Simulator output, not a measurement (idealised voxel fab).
process module | voxel released beams
cross-section cut | 245 nm wide | cells 5 nm
A cross-section is a grid of square cells, given in bands from the top down. A band is one or more rows of cells.
Each band's line starts with the height of the band's top and of its bottom, in nm. Then come its materials from left to right, each with its width in nm. One material with "throughout" fills the band from edge to edge. "air" is empty space.
Height 0 is the level under which the wafer as received is all one material. The lowest band goes on downwards, as in "0 down".
A width such as "30 to 40" changes by the same amount from each row of cells to the next, from the band's top row to its bottom row.
"no change" after a step means that no cell of the cross-section changed.
closed voids: empty space of 8 cells or more with no open way to the top, each as width x height at its distance from the left edge, in nm
after a step's settings: what the simulator itself notes on the step
overlay nm, on a step with a mask: how far to the right of its planned place the mask lay; to the left if negative
plan
1 op RECEIVE | material Si
2 op CONFORMAL_DEP | material Al2O3 | thk nm 5
3 op DIRECTIONAL_DEP | material SiO2 | thk nm 15
4 op DIRECTIONAL_DEP | material aC | thk nm 10
5 op PATTERN | tone open | mask id ANCHOR | material resist | width nm 25 | thk nm 30 | overlay nm 0
6 op DIRECTIONAL_ETCH | etch materials aC | depth nm 10
7 op STRIP | etch materials resist
8 op DIRECTIONAL_ETCH | etch materials SiO2 | depth nm 15
9 op STRIP | etch materials aC
10 op CONFORMAL_DEP | material polySi | thk nm 10
11 op DIRECTIONAL_DEP | material aC | thk nm 15
12 op PATTERN | tone cover | mask id BEAM | material resist | width nm 80 | thk nm 30 | overlay nm 0
13 op DIRECTIONAL_ETCH | etch materials aC | depth nm 15
14 op STRIP | etch materials resist
15 op DIRECTIONAL_ETCH | etch materials polySi | depth nm 10
16 op STRIP | etch materials aC
17 op STRIP | etch materials SiO2
first wafer, as planned
as received, after step 1
  0 down: Si throughout
  closed voids: none
after step 2
  5 to 0: Al2O3 throughout
  below 0: unchanged
after step 3
  20 to 5: SiO2 throughout
  below 5: unchanged
after step 4
  30 to 20: aC throughout
  below 20: unchanged
after step 5
  60 to 30: resist 85 | air 25 | resist 135
  below 30: unchanged
after step 6
  50 to 30: resist 85 | air 25 | resist 135
  30 to 20: aC 85 | air 25 | aC 135
  below 20: unchanged
after step 7
  30 to 20: aC 85 | air 25 | aC 135
  below 20: unchanged
after step 8
  30 to 20: aC 85 | air 25 | aC 135
  20 to 5: SiO2 85 | air 25 | SiO2 135
  below 5: unchanged
after step 9
  20 to 5: SiO2 85 | air 25 | SiO2 135
  below 5: unchanged
after step 10
  30 to 20: polySi 95 | air 5 | polySi 145
  20 to 15: SiO2 85 | polySi 10 | air 5 | polySi 10 | SiO2 135
  15 to 5: SiO2 85 | polySi 25 | SiO2 135
  below 5: unchanged
after step 11
  45 to 30: aC 95 | air 5 | aC 145
  30 to 20: polySi 95 | aC 5 | polySi 145
  20 to 15: SiO2 85 | polySi 10 | aC 5 | polySi 10 | SiO2 135
  below 15: unchanged
after step 12
  75 to 45: air 80 | resist 80 | air 85
  45 to 30: aC 95 | resist 5 | aC 145
  below 30: unchanged
after step 13
  60 to 45: air 80 | resist 80 | air 85
  45 to 30: air 80 | aC 15 | resist 5 | aC 60 | air 85
  below 30: unchanged
after step 14
  45 to 30: air 80 | aC 15 | air 5 | aC 60 | air 85
  below 30: unchanged
after step 15
  45 to 30: air 80 | aC 15 | air 5 | aC 60 | air 85
  30 to 20: air 80 | polySi 15 | aC 5 | polySi 60 | air 85
  below 20: unchanged
after step 16
  30 to 20: air 80 | polySi 15 | air 5 | polySi 60 | air 85
  20 to 15: SiO2 85 | polySi 10 | air 5 | polySi 10 | SiO2 135
  below 15: unchanged
after step 17
  30 to 20: air 80 | polySi 15 | air 5 | polySi 60 | air 85
  20 to 15: air 85 | polySi 10 | air 5 | polySi 10 | air 135
  15 to 5: air 85 | polySi 25 | air 135
  below 5: unchanged
second wafer: like start, like plan, one mistake. Through step 13 it matches the first wafer
when step 14 should have ended
  45 to 30: air 80 | aC 15 | air 5 | aC 60 | air 85
  below 30: unchanged
when step 15 should have ended
  45 to 30: air 80 | aC 15 | air 5 | aC 60 | air 85
  30 to 20: air 80 | polySi 15 | aC 5 | polySi 60 | air 85
  below 20: unchanged
when step 16 should have ended
  30 to 20: air 80 | polySi 15 | air 5 | polySi 60 | air 85
  20 to 15: SiO2 85 | polySi 10 | air 5 | polySi 10 | SiO2 135
  below 15: unchanged
when step 17 should have ended
  30 to 20: air 80 | polySi 15 | air 5 | polySi 60 | air 85
  20 to 15: air 85 | polySi 10 | air 5 | polySi 10 | air 135
  15 to 5: air 85 | polySi 25 | air 135
  below 5: unchanged
what went wrong: step 14 was run twice
at the end the two cross-sections are the same: no effect in what this model computes
